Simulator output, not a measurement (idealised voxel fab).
process module | voxel tone inversion
cross-section cut | 245 nm wide | cells 5 nm
A cross-section is a grid of square cells, given in bands from the top down. A band is one or more rows of cells.
Each band's line starts with the height of the band's top and of its bottom, in nm. Then come its materials from left to right, each with its width in nm. One material with "throughout" fills the band from edge to edge. "air" is empty space.
Height 0 is the level under which the wafer as received is all one material. The lowest band goes on downwards, as in "0 down".
A width such as "30 to 40" changes by the same amount from each row of cells to the next, from the band's top row to its bottom row.
"no change" after a step means that no cell of the cross-section changed.
closed voids: empty space of 8 cells or more with no open way to the top, each as width x height at its distance from the left edge, in nm
after a step's settings: what the simulator itself notes on the step
overlay nm, on a step with a mask: how far to the right of its planned place the mask lay; to the left if negative
plan
1 op RECEIVE | material Si
2 op CONFORMAL_DEP | material SiN | thk nm 5
3 op DIRECTIONAL_DEP | material polySi | thk nm 15
4 op PATTERN | tone cover | mask id POSTS | material resist | width nm 20 | pitch nm 40 | thk nm 20 | overlay nm 0
5 op DIRECTIONAL_ETCH | etch materials polySi | depth nm 15
6 op STRIP | etch materials resist
7 op FILL_DEP | material SiO2 | thk nm 5
8 op CMP | height nm 20
9 op STRIP | etch materials polySi
as received, after step 1
  0 down: Si throughout
  closed voids: none
first wafer at the end, as planned
  20 to 5: SiO2 50 | air 20 | SiO2 20 | air 20 | SiO2 20 | air 20 | SiO2 20 | air 20 | SiO2 55
  5 to 0: SiN throughout
  0 down: Si throughout
  closed voids: none
second wafer at the end: like start, like plan, one mistake
  20 to 5: SiO2 60 | air 20 | SiO2 20 | air 20 | SiO2 20 | air 20 | SiO2 20 | air 20 | SiO2 45
  5 to 0: SiN throughout
  0 down: Si throughout
  closed voids: none
what went wrong: step 4 ran as: op PATTERN | tone cover | mask id POSTS | material resist | width nm 20 | pitch nm 40 | thk nm 20 | overlay nm 10
at the end the second wafer has, in cells: as many of each material as the first, in other places
